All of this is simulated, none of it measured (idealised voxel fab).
Documented hereafter: the process module known as voxel self aligned vias.
It is cross-section cut that appears here, measuring 140 nm in width, its square cells being 5 nm in size.
When this document writes out a cross-section, it uses a grid of square cells and lists it as bands, beginning at the top and moving down, with a band standing for one or more rows of cells. Top height, bottom height, nm. Materials left to right, width each, nm. Single material + "full width" = fills band edge to edge. "air" = empty. Beneath 0, the wafer as received is one material, and that level is where height counting begins. The lowest band goes on downward without a bottom; it is written like "0..down". The two numbers in a width such as "30->40" mark its ends across the band: the first belongs to the top row of cells, the second to the bottom row, and from each row to the next the width moves by the same amount. Given "nothing altered" for a step, no cell of the cross-section differs between before and after that step. If an empty space has no open way to the top and is at least 8 cells in size, "Voids lacking openings" lists it, written width x height at distance, where distance is measured from the left edge and every value is in nm. after a step's settings: what the simulator itself notes on the step. What "overlay nm" on a step's line means: if the step has a mask, that mask lay this far to the right of its planned place, or, when the value is negative, to the left.
The process steps that were planned are listed below:
1) RECEIVE,material Si
2) CONFORMAL_DEP,material SiO2,thk nm 10
3) CONFORMAL_DEP,material SiCN,thk nm 5
4) DIRECTIONAL_DEP,material lowk,thk nm 30
5) PATTERN,tone open,mask id LINES,material resist,width nm 20,pitch nm 45,thk nm 20,overlay nm 0
6) DIRECTIONAL_ETCH,etch materials lowk,depth nm 30
7) STRIP,etch materials resist
8) CONFORMAL_DEP,material TiN,thk nm 5
9) FILL_DEP,material W,thk nm 10
10) CMP,height nm 45
11) SELECTIVE_ETCH,etch materials W Ru TiN,depth nm 10
12) FILL_DEP,material SiN,thk nm 5
13) CMP,height nm 45
14) DIRECTIONAL_DEP,material lowk,thk nm 20
15) DIRECTIONAL_DEP,material aC,thk nm 10
16) PATTERN,tone open,mask id VIAS,material resist,width nm 30,pitch nm 45,thk nm 25,overlay nm 0
17) DIRECTIONAL_ETCH,etch materials aC,depth nm 10
18) STRIP,etch materials resist
19) DIRECTIONAL_ETCH,etch materials lowk,depth nm 20
20) DIRECTIONAL_ETCH,etch materials SiN,depth nm 10
21) STRIP,etch materials aC
22) CONFORMAL_DEP,material TiN,thk nm 5
23) FILL_DEP,material Cu,thk nm 10
24) CMP,height nm 65
25) CONFORMAL_DEP,material SiCN,thk nm 5
first wafer, as planned:
As received (post step 1): cross-section:
0..down | Si full width
Voids lacking openings: none
Upon completion of step 2, the wafer appears in cross-section as shown:
10..0 | SiO2 full width
Anything lower than 0 is untouched.
Upon completion of step 3, the wafer appears in cross-section as shown:
15..10 | SiCN full width
Anything lower than 10 is untouched.
Upon completion of step 4, the wafer appears in cross-section as shown:
45..15 | lowk full width
Anything lower than 15 is untouched.
Upon completion of step 5, the wafer appears in cross-section as shown:
65..45 | resist=35, air=20, resist=25, air=20, resist=40
Anything lower than 45 is untouched.
Upon completion of step 6, the wafer appears in cross-section as shown:
65..45 | resist=35, air=20, resist=25, air=20, resist=40
45..15 | lowk=35, air=20, lowk=25, air=20, lowk=40
Anything lower than 15 is untouched.
Upon completion of step 7, the wafer appears in cross-section as shown:
45..15 | lowk=35, air=20, lowk=25, air=20, lowk=40
Anything lower than 15 is untouched.
Upon completion of step 8, the wafer appears in cross-section as shown:
50..45 | TiN=40, air=10, TiN=35, air=10, TiN=45
45..20 | lowk=35, TiN=5, air=10, TiN=5, lowk=25, TiN=5, air=10, TiN=5, lowk=40
20..15 | lowk=35, TiN=20, lowk=25, TiN=20, lowk=40
Anything lower than 15 is untouched.
Upon completion of step 9, the wafer appears in cross-section as shown:
60..50 | W full width
50..45 | TiN=40, W=10, TiN=35, W=10, TiN=45
45..20 | lowk=35, TiN=5, W=10, TiN=5, lowk=25, TiN=5, W=10, TiN=5, lowk=40
Anything lower than 20 is untouched.
Upon completion of step 10, the wafer appears in cross-section as shown:
45..20 | lowk=35, TiN=5, W=10, TiN=5, lowk=25, TiN=5, W=10, TiN=5, lowk=40
Anything lower than 20 is untouched.
Upon completion of step 11, the wafer appears in cross-section as shown:
45..35 | lowk=35, air=20, lowk=25, air=20, lowk=40
Anything lower than 35 is untouched.
Upon completion of step 12, the wafer appears in cross-section as shown:
50..45 | SiN full width
45..35 | lowk=35, SiN=20, lowk=25, SiN=20, lowk=40
Anything lower than 35 is untouched.
Upon completion of step 13, the wafer appears in cross-section as shown:
45..35 | lowk=35, SiN=20, lowk=25, SiN=20, lowk=40
Anything lower than 35 is untouched.
Upon completion of step 14, the wafer appears in cross-section as shown:
65..45 | lowk full width
Anything lower than 45 is untouched.
Upon completion of step 15, the wafer appears in cross-section as shown:
75..65 | aC full width
Anything lower than 65 is untouched.
Upon completion of step 16, the wafer appears in cross-section as shown:
100..75 | resist=30, air=30, resist=15, air=30, resist=35
Anything lower than 75 is untouched.
Upon completion of step 17, the wafer appears in cross-section as shown:
90..75 | resist=30, air=30, resist=15, air=30, resist=35
75..65 | aC=30, air=30, aC=15, air=30, aC=35
Anything lower than 65 is untouched.
Upon completion of step 18, the wafer appears in cross-section as shown:
75..65 | aC=30, air=30, aC=15, air=30, aC=35
Anything lower than 65 is untouched.
Upon completion of step 19, the wafer appears in cross-section as shown:
75..65 | aC=30, air=30, aC=15, air=30, aC=35
65..45 | lowk=30, air=30, lowk=15, air=30, lowk=35
Anything lower than 45 is untouched.
Upon completion of step 20, the wafer appears in cross-section as shown:
75..65 | aC=30, air=30, aC=15, air=30, aC=35
65..45 | lowk=30, air=30, lowk=15, air=30, lowk=35
45..35 | lowk=35, air=20, lowk=25, air=20, lowk=40
Anything lower than 35 is untouched.
Upon completion of step 21, the wafer appears in cross-section as shown:
65..45 | lowk=30, air=30, lowk=15, air=30, lowk=35
Anything lower than 45 is untouched.
Upon completion of step 22, the wafer appears in cross-section as shown:
70..65 | TiN=35, air=20, TiN=25, air=20, TiN=40
65..50 | lowk=30, TiN=5, air=20, TiN=5, lowk=15, TiN=5, air=20, TiN=5, lowk=35
50..40 | lowk=30->35, TiN=10->5, air=10, TiN=10->5, lowk=15->25, TiN=10->5, air=10, TiN=10->5, lowk=35->40
40..35 | lowk=35, TiN=20, lowk=25, TiN=20, lowk=40
Anything lower than 35 is untouched.
Upon completion of step 23, the wafer appears in cross-section as shown:
80..70 | Cu full width
70..65 | TiN=35, Cu=20, TiN=25, Cu=20, TiN=40
65..50 | lowk=30, TiN=5, Cu=20, TiN=5, lowk=15, TiN=5, Cu=20, TiN=5, lowk=35
50..40 | lowk=30->35, TiN=10->5, Cu=10, TiN=10->5, lowk=15->25, TiN=10->5, Cu=10, TiN=10->5, lowk=35->40
Anything lower than 40 is untouched.
Upon completion of step 24, the wafer appears in cross-section as shown:
65..50 | lowk=30, TiN=5, Cu=20, TiN=5, lowk=15, TiN=5, Cu=20, TiN=5, lowk=35
Anything lower than 50 is untouched.
Upon completion of step 25, the wafer appears in cross-section as shown:
70..65 | SiCN full width
Anything lower than 65 is untouched.
Regarding the second of the two wafers: it shared the first wafer's starting condition and process plan, yet one error occurred during its execution. Its history coincides with that of the first wafer up to and including step 2:
Cross-sectional view of the second wafer at the intended end time of process step 3:
25..10 | SiCN full width
Anything lower than 10 is untouched.
Cross-sectional view of the second wafer at the intended end time of process step 4:
55..25 | lowk full width
Anything lower than 25 is untouched.
Cross-sectional view of the second wafer at the intended end time of process step 5:
75..55 | resist=35, air=20, resist=25, air=20, resist=40
Anything lower than 55 is untouched.
Cross-sectional view of the second wafer at the intended end time of process step 6:
75..55 | resist=35, air=20, resist=25, air=20, resist=40
55..25 | lowk=35, air=20, lowk=25, air=20, lowk=40
Anything lower than 25 is untouched.
Cross-sectional view of the second wafer at the intended end time of process step 7:
55..25 | lowk=35, air=20, lowk=25, air=20, lowk=40
Anything lower than 25 is untouched.
Cross-sectional view of the second wafer at the intended end time of process step 8:
60..55 | TiN=40, air=10, TiN=35, air=10, TiN=45
55..30 | lowk=35, TiN=5, air=10, TiN=5, lowk=25, TiN=5, air=10, TiN=5, lowk=40
30..25 | lowk=35, TiN=20, lowk=25, TiN=20, lowk=40
Anything lower than 25 is untouched.
Cross-sectional view of the second wafer at the intended end time of process step 9:
70..60 | W full width
60..55 | TiN=40, W=10, TiN=35, W=10, TiN=45
55..30 | lowk=35, TiN=5, W=10, TiN=5, lowk=25, TiN=5, W=10, TiN=5, lowk=40
Anything lower than 30 is untouched.
Cross-sectional view of the second wafer at the intended end time of process step 10:
45..30 | lowk=35, TiN=5, W=10, TiN=5, lowk=25, TiN=5, W=10, TiN=5, lowk=40
Anything lower than 30 is untouched.
Cross-sectional view of the second wafer at the intended end time of process step 11:
45..35 | lowk=35, air=20, lowk=25, air=20, lowk=40
Anything lower than 35 is untouched.
Cross-sectional view of the second wafer at the intended end time of process step 12:
50..45 | SiN full width
45..35 | lowk=35, SiN=20, lowk=25, SiN=20, lowk=40
Anything lower than 35 is untouched.
Cross-sectional view of the second wafer at the intended end time of process step 13:
45..35 | lowk=35, SiN=20, lowk=25, SiN=20, lowk=40
Anything lower than 35 is untouched.
Cross-sectional view of the second wafer at the intended end time of process step 14:
65..45 | lowk full width
Anything lower than 45 is untouched.
Cross-sectional view of the second wafer at the intended end time of process step 15:
75..65 | aC full width
Anything lower than 65 is untouched.
Cross-sectional view of the second wafer at the intended end time of process step 16:
100..75 | resist=30, air=30, resist=15, air=30, resist=35
Anything lower than 75 is untouched.
Cross-sectional view of the second wafer at the intended end time of process step 17:
90..75 | resist=30, air=30, resist=15, air=30, resist=35
75..65 | aC=30, air=30, aC=15, air=30, aC=35
Anything lower than 65 is untouched.
Cross-sectional view of the second wafer at the intended end time of process step 18:
75..65 | aC=30, air=30, aC=15, air=30, aC=35
Anything lower than 65 is untouched.
Cross-sectional view of the second wafer at the intended end time of process step 19:
75..65 | aC=30, air=30, aC=15, air=30, aC=35
65..45 | lowk=30, air=30, lowk=15, air=30, lowk=35
Anything lower than 45 is untouched.
Cross-sectional view of the second wafer at the intended end time of process step 20:
75..65 | aC=30, air=30, aC=15, air=30, aC=35
65..45 | lowk=30, air=30, lowk=15, air=30, lowk=35
45..35 | lowk=35, air=20, lowk=25, air=20, lowk=40
Anything lower than 35 is untouched.
Cross-sectional view of the second wafer at the intended end time of process step 21:
65..45 | lowk=30, air=30, lowk=15, air=30, lowk=35
Anything lower than 45 is untouched.
Cross-sectional view of the second wafer at the intended end time of process step 22:
70..65 | TiN=35, air=20, TiN=25, air=20, TiN=40
65..50 | lowk=30, TiN=5, air=20, TiN=5, lowk=15, TiN=5, air=20, TiN=5, lowk=35
50..40 | lowk=30->35, TiN=10->5, air=10, TiN=10->5, lowk=15->25, TiN=10->5, air=10, TiN=10->5, lowk=35->40
40..35 | lowk=35, TiN=20, lowk=25, TiN=20, lowk=40
Anything lower than 35 is untouched.
Cross-sectional view of the second wafer at the intended end time of process step 23:
80..70 | Cu full width
70..65 | TiN=35, Cu=20, TiN=25, Cu=20, TiN=40
65..50 | lowk=30, TiN=5, Cu=20, TiN=5, lowk=15, TiN=5, Cu=20, TiN=5, lowk=35
50..40 | lowk=30->35, TiN=10->5, Cu=10, TiN=10->5, lowk=15->25, TiN=10->5, Cu=10, TiN=10->5, lowk=35->40
Anything lower than 40 is untouched.
Cross-sectional view of the second wafer at the intended end time of process step 24:
65..50 | lowk=30, TiN=5, Cu=20, TiN=5, lowk=15, TiN=5, Cu=20, TiN=5, lowk=35
Anything lower than 50 is untouched.
Cross-sectional view of the second wafer at the intended end time of process step 25:
70..65 | SiCN full width
Anything lower than 65 is untouched.
Nonconformance to the process plan: heads up, step 3 didn't go per plan, it actually ran as CONFORMAL_DEP,material SiCN,thk nm 15
At the finish, the second wafer shows more or fewer cells for some materials than the first does: SiCN +56, TiN -8, W -8, lowk -40
